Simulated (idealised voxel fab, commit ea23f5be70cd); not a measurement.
The name of this process module is voxel released beams.
The figure presents cross-section cut, which has a width of 210 nm and is divided into square cells with an edge length of 5 nm.
How to read a cross-section here: the picture is a grid of square cells, written as bands going from the top down, and any band can span one or more rows of cells.
Band entry format. Leading values: height of top, height of bottom, nm. Remainder: materials in left-to-right order, each with its width in nm. Special words: "edge to edge" on a single material, which then fills the band edge to edge; "empty", empty space.
Where do heights start? At 0: under that level the wafer as delivered is made of one material only. And the lowest band has no floor; it just carries on downward, as in "0..down".
Note: "30->40" means the width goes from the first number (top row of the band) to the second number (bottom row) in equal steps per row of cells.
Key: "nothing changed" - step with no changed cell in the cross-section.
The entry "Closed void register" lists the empty spaces that cover at least 8 cells and have no open path to the top. Each is written as width x height at distance, where the distance is measured from the left edge and all three values are in nm.
On a step's line, text after the settings is the simulator commenting on that step.
The line of a step may include "overlay nm". On a step with a mask, this value is how far to the right of its planned place the mask lay. A negative value means the mask lay to the left.
The process steps that were planned are listed below:
| 1 | RECEIVE | material Si |
| 2 | CONFORMAL_DEP | material SiN | thk nm 10 |
| 3 | DIRECTIONAL_DEP | material SiO2 | thk nm 15 |
| 4 | DIRECTIONAL_DEP | material aC | thk nm 15 |
| 5 | PATTERN | tone open | mask id ANCHOR | material resist | width nm 45 | thk nm 30 | overlay nm 0 |
| 6 | DIRECTIONAL_ETCH | etch materials aC | depth nm 15 |
| 7 | STRIP | etch materials resist |
| 8 | DIRECTIONAL_ETCH | etch materials SiO2 | depth nm 15 |
| 9 | STRIP | etch materials aC |
| 10 | CONFORMAL_DEP | material W | thk nm 15 |
| 11 | DIRECTIONAL_DEP | material aC | thk nm 15 |
| 12 | PATTERN | tone cover | mask id BEAM | material resist | width nm 120 | thk nm 35 | overlay nm 0 |
| 13 | DIRECTIONAL_ETCH | etch materials aC | depth nm 15 |
| 14 | STRIP | etch materials resist |
| 15 | DIRECTIONAL_ETCH | etch materials W | depth nm 15 |
| 16 | STRIP | etch materials aC |
| 17 | STRIP | etch materials SiO2 |
Cross-section of the wafer as it came to us, i.e., already through step 1:
    0..down  Si edge to edge
    Closed void register: none
Wafer cross-section at module end: first of two, run to plan:
    40..25  empty=40; W=20; empty=15; W=85; empty=50
    25..10  empty=45; W=45; empty=120
    10..0  SiN edge to edge
    0..down  Si edge to edge
    Closed void register: none
Here's the second of our two wafers sectioned at module end. Same start as the first, same plan, but one mistake got made running it:
    30..15  empty=40; W=20; empty=15; W=85; empty=50
    15..0  empty=45; W=45; empty=120
    0..down  Si edge to edge
    Closed void register: none
Here's what went sideways: step 2 was dropped from the plan's execution and never run
In the final state, the cell counts of the second wafer exceed or fall short of those of the first for the following materials: 84 fewer of SiN
